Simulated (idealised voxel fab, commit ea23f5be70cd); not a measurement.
Process module name: voxel fin reveal
Cross-section cut spans 230 nm and uses square cells 5 nm in size.
A cross-section is written here as square cells arranged in a grid, and it is given in bands from the top down, each band taking up one or more rows of cells.
Band: top and bottom heights (nm) first, top before bottom; then materials from left to right, widths in nm. "edge to edge" marks a sole material filling the band edge to edge. "blank" denotes empty space.
Heights are measured from 0, the level below which the as-received wafer is all one material; the lowest band has no bottom and continues downward, written as in "0 -> down".
The width entry "30->40" should be interpreted row by row: the top row of cells in the band takes the first number, the bottom row takes the second number, and the change between adjacent rows is uniform throughout.
Reading "nothing different" for a step: not a cell of the cross-section changed in it.
Listed in "Fully sealed cavities": every empty space of 8 or more cells without an open way to the top. Form: width x height at distance, the distance being from the left edge, all in nm.
Past the settings on a step's line: simulator remark, on that step.
A step line may carry the setting "overlay nm", which, for steps involving a mask, states the distance by which the mask lay to the right of its intended position; negative values denote displacement to the left.

### This section lists the process steps that were planned
1: RECEIVE, material Si
2: CONFORMAL_DEP, material SiN, thk nm 10
3: MASKED_ETCH, tone cover, mask id FINS, width nm 15, pitch nm 45, etch materials SiN, depth nm 10, overlay nm 0
4: MASKED_ETCH, tone cover, mask id FINS, width nm 15, pitch nm 45, etch materials Si, depth nm 35, overlay nm 0
5: OXIDIZE, depth nm 5
6: FILL_DEP, material SiO2, thk nm 15
7: CMP, height nm 10
8: SELECTIVE_ETCH, etch materials SiO2, depth nm 25
9: STRIP, etch materials SiN
10: CONFORMAL_DEP, material SiO2, thk nm 5

### Cross-section: wafer on arrival = after step 1
* 0 -> down  Si edge to edge
* Fully sealed cavities: none

### Post-module cross-section: identical start and plan to those above, one misstep in execution
* 5 -> 0  85 nm blank, then 15 nm SiO2, then 30 nm blank, then 15 nm SiO2, then 85 nm blank
* 0 -> -10  85 nm blank, then 5 nm SiO2, then 5 nm Si, then 5 nm SiO2, then 30 nm blank, then 5 nm SiO2, then 5 nm Si, then 5 nm SiO2, then 85 nm blank
* -10 -> -20  65 nm SiO2, then 20 nm blank, then 5 nm SiO2, then 5 nm Si, then 5 nm SiO2, then 30 nm blank, then 5 nm SiO2, then 5 nm Si, then 5 nm SiO2, then 20 nm blank, then 65 nm SiO2
* -20 -> -40  90 nm SiO2, then 5 nm Si, then 40 nm SiO2, then 5 nm Si, then 90 nm SiO2
* -40 -> down  Si edge to edge
* Fully sealed cavities: none
Run error: steps 8 and 9: order swapped relative to plan
